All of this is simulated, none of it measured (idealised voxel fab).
Documented hereafter: the process module known as voxel wiring stack.
Section cut is 290 nm wide and gridded with 5 nm square cells.
Notation: cross-section as square-cell grid; stated in bands, top first, going down; one or more cell rows per band. The entry gives the band's vertical extent as a top height and a bottom height in nm, then its horizontal make-up as materials from left to right, each with a width in nm. "empty" stands for empty space; a single material marked "edge to edge" fills the band edge to edge. Height is counted from the level 0, under which the received wafer is composed throughout of one material. The lowest of the bands is not closed at the bottom but continues downward, in the notation "top 0, no bottom". Read "30 to 40" as a graded width: first number on top, second number at the bottom, same change between each pair of neighbouring rows. Take "changes: none" at face value: in the step it is given for, the cross-section changed in none of its cells. Each empty space that has no open way to the top and spans at least 8 cells appears under "Closed-off voids" as width x height at distance, the distance counted from the left edge, all in nm. Where a step's line continues beyond its settings, the continuation is a remark by the simulator itself on that step. A step's line can hold "overlay nm"; with a mask on that step, the setting says how far right of the planned place the mask lay, while a negative setting says it lay to the left.
-- Process steps - plan
1) RECEIVE (material Si)
2) CONFORMAL_DEP (material SiO2; thk nm 15)
3) DIRECTIONAL_DEP (material TiN; thk nm 5)
4) DIRECTIONAL_DEP (material W; thk nm 20)
5) DIRECTIONAL_DEP (material aC; thk nm 10)
6) PATTERN (tone cover; mask id METAL_1; material resist; width nm 30; pitch nm 60; thk nm 25; overlay nm 0)
7) DIRECTIONAL_ETCH (etch materials aC; depth nm 10)
8) STRIP (etch materials resist)
9) DIRECTIONAL_ETCH (etch materials W; depth nm 20)
10) DIRECTIONAL_ETCH (etch materials TiN; depth nm 5)
11) STRIP (etch materials aC)
12) FILL_DEP (material SiO2; thk nm 5)
13) CMP (height nm 40)
14) CONFORMAL_DEP (material SiCN; thk nm 5)
15) DIRECTIONAL_DEP (material lowk; thk nm 30)
16) PATTERN (tone open; mask id METAL_2_HOLES; material resist; width nm 15; pitch nm 120; thk nm 15; overlay nm 0)
17) DIRECTIONAL_ETCH (etch materials lowk; depth nm 30)
18) STRIP (etch materials resist)
19) PATTERN (tone open; mask id METAL_2; material resist; width nm 30; pitch nm 60; thk nm 20; overlay nm 0)
20) DIRECTIONAL_ETCH (etch materials lowk; depth nm 20)
21) DIRECTIONAL_ETCH (etch materials SiCN; depth nm 5)
22) STRIP (etch materials resist)
23) CONFORMAL_DEP (material TiN; thk nm 5)
24) FILL_DEP (material Cu; thk nm 10)
25) CMP (height nm 75)
26) CONFORMAL_DEP (material SiCN; thk nm 5)
27) DIRECTIONAL_DEP (material SiO2; thk nm 15)
28) PATTERN (tone open; mask id PLUG_2; material resist; width nm 15; pitch nm 60; thk nm 15; overlay nm 0)
29) DIRECTIONAL_ETCH (etch materials SiO2; depth nm 15)
30) DIRECTIONAL_ETCH (etch materials SiCN; depth nm 5)
31) STRIP (etch materials resist)
32) EPI (material Ru; thk nm 10)
33) EPI (material Ru; thk nm 10)
34) DIRECTIONAL_DEP (material TiN; thk nm 5)
35) DIRECTIONAL_DEP (material W; thk nm 20)
36) DIRECTIONAL_DEP (material aC; thk nm 10)
37) PATTERN (tone cover; mask id METAL_3; material resist; width nm 30; pitch nm 60; thk nm 25; overlay nm 0)
38) DIRECTIONAL_ETCH (etch materials aC; depth nm 10)
39) STRIP (etch materials resist)
40) DIRECTIONAL_ETCH (etch materials W; depth nm 20)
41) DIRECTIONAL_ETCH (etch materials TiN; depth nm 5)
42) STRIP (etch materials aC)
43) FILL_DEP (material lowk; thk nm 5)
44) CMP (height nm 120)
45) CONFORMAL_DEP (material SiCN; thk nm 5)
-- As-received state of the wafer in cross-section, equivalent to post-step 1
> top 0, no bottom = Si edge to edge
> Closed-off voids: none
-- Cross-section, first of two wafers, end of module, run as planned
> top 125, bottom 120 = SiCN edge to edge
> top 120, bottom 100 = 70 lowk, then 30 W, then 30 lowk, then 30 W, then 30 lowk, then 30 W, then 70 lowk
> top 100, bottom 95 = 70 lowk, then 30 TiN, then 30 lowk, then 30 TiN, then 30 lowk, then 30 TiN, then 70 lowk
> top 95, bottom 80 = 70 SiO2, then 15 Ru, then 45 SiO2, then 15 Ru, then 45 SiO2, then 15 Ru, then 85 SiO2
> top 80, bottom 75 = 70 SiCN, then 15 Ru, then 45 SiCN, then 15 Ru, then 45 SiCN, then 15 Ru, then 85 SiCN
> top 75, bottom 60 = 70 lowk, then 5 TiN, then 20 Cu, then 5 TiN, then 30 lowk, then 5 TiN, then 20 Cu, then 5 TiN, then 30 lowk, then 5 TiN, then 20 Cu, then 5 TiN, then 70 lowk
> top 60, bottom 55 = 70 lowk, then 5 TiN, then 5 Cu, then 20 TiN, then 30 lowk, then 30 TiN, then 30 lowk, then 5 TiN, then 5 Cu, then 20 TiN, then 70 lowk
> top 55, bottom 45 = 70 lowk, then 5 TiN, then 5 Cu, then 5 TiN, then 105 lowk, then 5 TiN, then 5 Cu, then 5 TiN, then 85 lowk
> top 45, bottom 40 = 70 SiCN, then 15 TiN, then 105 SiCN, then 15 TiN, then 85 SiCN
> top 40, bottom 20 = 70 SiO2, then 30 W, then 30 SiO2, then 30 W, then 30 SiO2, then 30 W, then 70 SiO2
> top 20, bottom 15 = 70 SiO2, then 30 TiN, then 30 SiO2, then 30 TiN, then 30 SiO2, then 30 TiN, then 70 SiO2
> top 15, bottom 0 = SiO2 edge to edge
> top 0, no bottom = Si edge to edge
> Closed-off voids: none
-- Cross-sectional image of the second wafer of the two following completion of the module. Starting state and process plan were the same as for the first wafer; one execution error occurred
> top 125, bottom 120 = SiCN edge to edge
> top 120, bottom 105 = 70 lowk, then 30 W, then 30 lowk, then 30 W, then 30 lowk, then 30 W, then 70 lowk
> top 105, bottom 100 = 70 lowk, then 20 TiN, then 10 W, then 30 lowk, then 20 TiN, then 10 W, then 30 lowk, then 20 TiN, then 10 W, then 70 lowk
> top 100, bottom 95 = 65 lowk, then 25 Ru, then 10 TiN, then 25 lowk, then 25 Ru, then 10 TiN, then 25 lowk, then 25 Ru, then 10 TiN, then 70 lowk
> top 95, bottom 80 = 70 SiO2, then 15 Ru, then 45 SiO2, then 15 Ru, then 45 SiO2, then 15 Ru, then 85 SiO2
> top 80, bottom 75 = TiN edge to edge
> top 75, bottom 60 = 70 lowk, then 5 TiN, then 20 Cu, then 5 TiN, then 30 lowk, then 5 TiN, then 20 Cu, then 5 TiN, then 30 lowk, then 5 TiN, then 20 Cu, then 5 TiN, then 70 lowk
> top 60, bottom 55 = 70 lowk, then 5 TiN, then 5 Cu, then 20 TiN, then 30 lowk, then 30 TiN, then 30 lowk, then 5 TiN, then 5 Cu, then 20 TiN, then 70 lowk
> top 55, bottom 45 = 70 lowk, then 5 TiN, then 5 Cu, then 5 TiN, then 105 lowk, then 5 TiN, then 5 Cu, then 5 TiN, then 85 lowk
> top 45, bottom 40 = 70 SiCN, then 15 TiN, then 105 SiCN, then 15 TiN, then 85 SiCN
> top 40, bottom 20 = 70 SiO2, then 30 W, then 30 SiO2, then 30 W, then 30 SiO2, then 30 W, then 70 SiO2
> top 20, bottom 15 = 70 SiO2, then 30 TiN, then 30 SiO2, then 30 TiN, then 30 SiO2, then 30 TiN, then 70 SiO2
> top 15, bottom 0 = SiO2 edge to edge
> top 0, no bottom = Si edge to edge
> Closed-off voids: none
Here's what went sideways: note that step 26 departed from the planned setting and was carried out as CONFORMAL_DEP (material TiN; thk nm 5)
Upon completion, the second wafer contains, in terms of cells, a greater or smaller amount of certain materials than the first wafer: +6 Ru, -49 SiCN, +58 TiN, -12 W, -3 lowk
